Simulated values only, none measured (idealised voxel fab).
process module | voxel fin reveal
cross-section cut | 265 nm wide | cells 5 nm
A cross-section is a grid of square cells, given in bands from the top down. A band is one or more rows of cells.
Each band's line starts with the height of the band's top and of its bottom, in nm. Then come its materials from left to right, each with its width in nm. One material with "throughout" fills the band from edge to edge. "air" is empty space.
Height 0 is the level under which the wafer as received is all one material. The lowest band goes on downwards, as in "0 down".
A width such as "30 to 40" changes by the same amount from each row of cells to the next, from the band's top row to its bottom row.
"no change" after a step means that no cell of the cross-section changed.
closed voids: empty space of 8 cells or more with no open way to the top, each as width x height at its distance from the left edge, in nm
after a step's settings: what the simulator itself notes on the step
overlay nm, on a step with a mask: how far to the right of its planned place the mask lay; to the left if negative
plan
1 op RECEIVE | material Si
2 op CONFORMAL_DEP | material SiN | thk nm 5
3 op MASKED_ETCH | tone cover | mask id FINS | width nm 15 | pitch nm 35 | etch materials SiN | depth nm 5 | overlay nm 0
4 op MASKED_ETCH | tone cover | mask id FINS | width nm 15 | pitch nm 35 | etch materials Si | depth nm 30 | overlay nm 0
5 op OXIDIZE | depth nm 5
6 op FILL_DEP | material SiO2 | thk nm 10
7 op CMP | height nm 5
8 op SELECTIVE_ETCH | etch materials SiO2 | depth nm 15
9 op STRIP | etch materials SiN
10 op CONFORMAL_DEP | material SiO2 | thk nm 5
as received, after step 1
  0 down: Si throughout
  closed voids: none
a wafer at the end: this start, this plan, one mistake
  5 to 0: air 105 | SiO2 15 | air 20 | SiO2 15 | air 110
  0 to -20: air 105 | SiO2 5 | Si 5 | SiO2 5 | air 20 | SiO2 5 | Si 5 | SiO2 5 | air 110
  -20 to -35: SiO2 110 | Si 5 | SiO2 30 | Si 5 | SiO2 115
  -35 down: Si throughout
  closed voids: none
what went wrong: step 8 was run twice
